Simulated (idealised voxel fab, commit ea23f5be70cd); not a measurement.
This is a process module. Its name is voxel tone inversion.
Section shown: cut. Width: 230 nm. Cell size: 5 nm, square.
Bands, listed from the top down, are how a cross-section gets written in this document; the cross-section itself is a grid of square cells, and a band is one or more rows of them. Band: top height; bottom height; in nm. Then, left to right: material with width in nm, for each material. "everywhere": a single material spanning edge to edge. "blank": empty space. Heights from 0 (as-received wafer is one material below). Bottom band endless downward, as "0 nm and below". Top row gets the first number, bottom row gets the second, and each row in between changes by the same step: that is how a band width like "30..40" works. Basically "same as before" means that step didn't change any cell in the cross-section. This entry, "Unvented cavities", enumerates those empty regions of no fewer than 8 cells that possess no open connection to the top. Each region is reported in the form width x height at distance, the distance being taken from the left edge, with all three quantities expressed in nm. Heads up: the bit after the settings on a step's line is the simulator's remark on that step. The optional step-line setting "overlay nm" applies to steps with a mask and quantifies how far to the right of its planned location the mask lay, a negative value indicating leftward placement.
The steps planned for the process are as follows
1: RECEIVE with material Si
2: CONFORMAL_DEP with material SiN, thk nm 10
3: DIRECTIONAL_DEP with material polySi, thk nm 15
4: PATTERN with tone cover, mask id POSTS, material resist, width nm 20, pitch nm 35, thk nm 25, overlay nm 0
5: DIRECTIONAL_ETCH with etch materials polySi, depth nm 15
6: STRIP with etch materials resist
7: FILL_DEP with material lowk, thk nm 5
8: CMP with height nm 25
9: STRIP with etch materials polySi
10: CONFORMAL_DEP with material TiN, thk nm 5
11: FILL_DEP with material W, thk nm 5
12: CMP with height nm 25
13: CONFORMAL_DEP with material SiN, thk nm 5
So, the first of our two wafers, run just as we planned it
The cross-section here shows the wafer as received, i.e. in its state after step 1
> 0 nm and below = Si everywhere
> Unvented cavities: none
Once step 2 is through, the wafer looks like this in cross-section
> 10 nm to 0 nm = SiN everywhere
> Below 0 it's all the same as before, nothing changed down there.
Once step 3 is through, the wafer looks like this in cross-section
> 25 nm to 10 nm = polySi everywhere
> Below 10 it's all the same as before, nothing changed down there.
Once step 4 is through, the wafer looks like this in cross-section
> 50 nm to 25 nm = blank (85); resist (20); blank (15); resist (20); blank (90)
> Below 25 it's all the same as before, nothing changed down there.
Once step 5 is through, the wafer looks like this in cross-section
> 50 nm to 25 nm = blank (85); resist (20); blank (15); resist (20); blank (90)
> 25 nm to 10 nm = blank (85); polySi (20); blank (15); polySi (20); blank (90)
> Below 10 it's all the same as before, nothing changed down there.
Once step 6 is through, the wafer looks like this in cross-section
> 25 nm to 10 nm = blank (85); polySi (20); blank (15); polySi (20); blank (90)
> Below 10 it's all the same as before, nothing changed down there.
Once step 7 is through, the wafer looks like this in cross-section
> 30 nm to 25 nm = lowk everywhere
> 25 nm to 10 nm = lowk (85); polySi (20); lowk (15); polySi (20); lowk (90)
> Below 10 it's all the same as before, nothing changed down there.
Once step 8 is through, the wafer looks like this in cross-section
> 25 nm to 10 nm = lowk (85); polySi (20); lowk (15); polySi (20); lowk (90)
> Below 10 it's all the same as before, nothing changed down there.
Once step 9 is through, the wafer looks like this in cross-section
> 25 nm to 10 nm = lowk (85); blank (20); lowk (15); blank (20); lowk (90)
> Below 10 it's all the same as before, nothing changed down there.
Once step 10 is through, the wafer looks like this in cross-section
> 30 nm to 25 nm = TiN (90); blank (10); TiN (25); blank (10); TiN (95)
> 25 nm to 15 nm = lowk (85); TiN (5); blank (10); TiN (5); lowk (15); TiN (5); blank (10); TiN (5); lowk (90)
> 15 nm to 10 nm = lowk (85); TiN (20); lowk (15); TiN (20); lowk (90)
> Below 10 it's all the same as before, nothing changed down there.
Once step 11 is through, the wafer looks like this in cross-section
> 35 nm to 30 nm = W everywhere
> 30 nm to 25 nm = TiN (90); W (10); TiN (25); W (10); TiN (95)
> 25 nm to 15 nm = lowk (85); TiN (5); W (10); TiN (5); lowk (15); TiN (5); W (10); TiN (5); lowk (90)
> Below 15 it's all the same as before, nothing changed down there.
Once step 12 is through, the wafer looks like this in cross-section
> 25 nm to 15 nm = lowk (85); TiN (5); W (10); TiN (5); lowk (15); TiN (5); W (10); TiN (5); lowk (90)
> Below 15 it's all the same as before, nothing changed down there.
Once step 13 is through, the wafer looks like this in cross-section
> 30 nm to 25 nm = SiN everywhere
> Below 25 it's all the same as before, nothing changed down there.
Companion wafer, the second of two: same beginning, same intended sequence, one mistake in carrying it out; through step 8 inclusive it tracks the first exactly
At the planned end of step 9, the second wafer in cross-section
> 25 nm to 10 nm = lowk (85); blank (20); lowk (15); blank (20); lowk (90)
> Below 10 it's all the same as before, nothing changed down there.
At the planned end of step 10, the second wafer in cross-section
> 30 nm to 25 nm = TiN (90); blank (10); TiN (25); blank (10); TiN (95)
> 25 nm to 15 nm = lowk (85); TiN (5); blank (10); TiN (5); lowk (15); TiN (5); blank (10); TiN (5); lowk (90)
> 15 nm to 10 nm = lowk (85); TiN (20); lowk (15); TiN (20); lowk (90)
> Below 10 it's all the same as before, nothing changed down there.
At the planned end of step 11, the second wafer in cross-section
> 35 nm to 30 nm = W everywhere
> 30 nm to 25 nm = TiN (90); W (10); TiN (25); W (10); TiN (95)
> 25 nm to 15 nm = lowk (85); TiN (5); W (10); TiN (5); lowk (15); TiN (5); W (10); TiN (5); lowk (90)
> Below 15 it's all the same as before, nothing changed down there.
At the planned end of step 12, the second wafer in cross-section
> 25 nm to 15 nm = lowk (85); TiN (5); W (10); TiN (5); lowk (15); TiN (5); W (10); TiN (5); lowk (90)
> Below 15 it's all the same as before, nothing changed down there.
At the planned end of step 13, the second wafer in cross-section
> 30 nm to 25 nm = SiN everywhere
> Below 25 it's all the same as before, nothing changed down there.
Want to know what went wrong? heads up, step 9 of the plan got done twice
Final cross-sections of the two wafers are identical, so the mistake has no effect on what this model computes.
